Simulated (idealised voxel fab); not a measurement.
process module | voxel air gaps
cross-section cut | 295 nm wide | cells 5 nm
A cross-section is a grid of square cells, given in bands from the top down. A band is one or more rows of cells.
Each band's line starts with the height of the band's top and of its bottom, in nm. Then come its materials from left to right, each with its width in nm. One material with "throughout" fills the band from edge to edge. "air" is empty space.
Height 0 is the level under which the wafer as received is all one material. The lowest band goes on downwards, as in "0 down".
A width such as "30 to 40" changes by the same amount from each row of cells to the next, from the band's top row to its bottom row.
"no change" after a step means that no cell of the cross-section changed.
closed voids: empty space of 8 cells or more with no open way to the top, each as width x height at its distance from the left edge, in nm
after a step's settings: what the simulator itself notes on the step
overlay nm, on a step with a mask: how far to the right of its planned place the mask lay; to the left if negative
plan
1 op RECEIVE | material Si
2 op CONFORMAL_DEP | material SiO2 | thk nm 15
3 op CONFORMAL_DEP | material SiCN | thk nm 5
4 op DIRECTIONAL_DEP | material lowk | thk nm 40
5 op MASKED_ETCH | tone open | mask id LINES | width nm 20 | pitch nm 50 | etch materials lowk | depth nm 40 | overlay nm -15
6 op CONFORMAL_DEP | material TiN | thk nm 5
7 op FILL_DEP | material W | thk nm 5
8 op CMP | height nm 60
9 op EPI | material Ru | thk nm 10
10 op SELECTIVE_ETCH | etch materials lowk | depth nm 50
11 op CONFORMAL_DEP | material SiCN | thk nm 5
varied across the wafers: overlay nm of step 5. The plan shows the first wafer's value. All wafers start alike
first wafer as received, after step 1
  0 down: Si throughout
  closed voids: none
each wafer at the end: cells of each material gained (+) or lost (-) since it was received, then its closed voids
overlay nm -15 | +64 Ru | +230 SiCN | +177 SiO2 | +72 TiN | +56 W | closed voids: 20 x 30 at 70; 20 x 30 at 120; 20 x 30 at 170
overlay nm -10 | +64 Ru | +230 SiCN | +177 SiO2 | +72 TiN | +56 W | closed voids: 20 x 30 at 75; 20 x 30 at 125; 20 x 30 at 175
overlay nm -5 | +64 Ru | +230 SiCN | +177 SiO2 | +72 TiN | +56 W | closed voids: 20 x 30 at 80; 20 x 30 at 130; 20 x 30 at 180
overlay nm 0 | +64 Ru | +230 SiCN | +177 SiO2 | +72 TiN | +56 W | closed voids: 20 x 30 at 85; 20 x 30 at 135; 20 x 30 at 185
overlay nm 5 | +64 Ru | +230 SiCN | +177 SiO2 | +72 TiN | +56 W | closed voids: 20 x 30 at 90; 20 x 30 at 140; 20 x 30 at 190
overlay nm 10 | +64 Ru | +230 SiCN | +177 SiO2 | +72 TiN | +56 W | closed voids: 20 x 30 at 95; 20 x 30 at 145; 20 x 30 at 195
overlay nm 15 | +64 Ru | +230 SiCN | +177 SiO2 | +72 TiN | +56 W | closed voids: 20 x 30 at 100; 20 x 30 at 150; 20 x 30 at 200
